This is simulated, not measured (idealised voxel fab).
Title: Process Module voxel released beams
The width of the displayed cross-section, cut, is 250 nm; its cells are square, with a size of 5 nm.
We lay out every cross-section as a grid of square cells and spell it out in bands from the top down, where one band means one or more rows of cells. Each band's line starts with the height of the band's top and of its bottom, in nm. Then come its materials from left to right, each with its width in nm. One material with "throughout" fills the band from edge to edge. "blank" is empty space. Height datum 0, below which the as-received substrate wafer is one material. Lowest band open at the bottom, running downward: "top 0, no bottom". With a width like "30->40", each row of cells in the band differs from the next by the same amount, the top row carrying the first number and the bottom row the second. Given "nothing got changed" for a step, no cell of the cross-section differs between before and after that step. This entry, "Closed void inventory", enumerates those empty regions of no fewer than 8 cells that possess no open connection to the top. Each region is reported in the form width x height at distance, the distance being taken from the left edge, with all three quantities expressed in nm. Formally, on a step line, whatever follows the settings is a remark that the simulator itself makes on the step. Among the settings permitted on a step's line is "overlay nm"; applied to a step with a mask, it specifies the extent to which the mask lay to the right of its planned position, whereas a negative figure signifies a position to the left.
### Below is the list of planned process steps
1 RECEIVE (material Si)
2 CONFORMAL_DEP (material Al2O3; thk nm 5)
3 DIRECTIONAL_DEP (material SiO2; thk nm 20)
4 PATTERN (tone open; mask id ANCHOR; material resist; width nm 45; thk nm 15; overlay nm 0)
5 DIRECTIONAL_ETCH (etch materials SiO2; depth nm 20)
6 STRIP (etch materials resist)
7 CONFORMAL_DEP (material SiN; thk nm 15)
8 DIRECTIONAL_DEP (material aC; thk nm 10)
9 PATTERN (tone cover; mask id BEAM; material resist; width nm 105; thk nm 30; overlay nm 0)
10 DIRECTIONAL_ETCH (etch materials aC; depth nm 10)
11 STRIP (etch materials resist)
12 DIRECTIONAL_ETCH (etch materials SiN; depth nm 15)
13 STRIP (etch materials aC)
14 STRIP (etch materials SiO2)
### as received, after step 1
> top 0, no bottom = Si throughout
> Closed void inventory: none
### Post-module cross-section of the first of two wafers (run per plan)
> top 40, bottom 25 = blank 70 nm / SiN 20 nm / blank 15 nm / SiN 70 nm / blank 75 nm
> top 25, bottom 20 = blank 75 nm / SiN 15 nm / blank 15 nm / SiN 15 nm / blank 130 nm
> top 20, bottom 5 = blank 75 nm / SiN 45 nm / blank 130 nm
> top 5, bottom 0 = Al2O3 throughout
> top 0, no bottom = Si throughout
> Closed void inventory: none
### Cross-section at end of module for the second wafer of two, which matched the first in starting point and plan and differed by one mistake in its processing
> top 55, bottom 40 = blank 70 nm / SiN 105 nm / blank 75 nm
> top 40, bottom 25 = SiN throughout
> top 25, bottom 5 = SiO2 75 nm / SiN 45 nm / SiO2 130 nm
> top 5, bottom 0 = Al2O3 throughout
> top 0, no bottom = Si throughout
> Closed void inventory: none
What was done differently from what was planned? the plan had its step 7 run twice
Materials where the second wafer ends with more or fewer cells than the first: SiN: 162 more | SiO2: 164 more
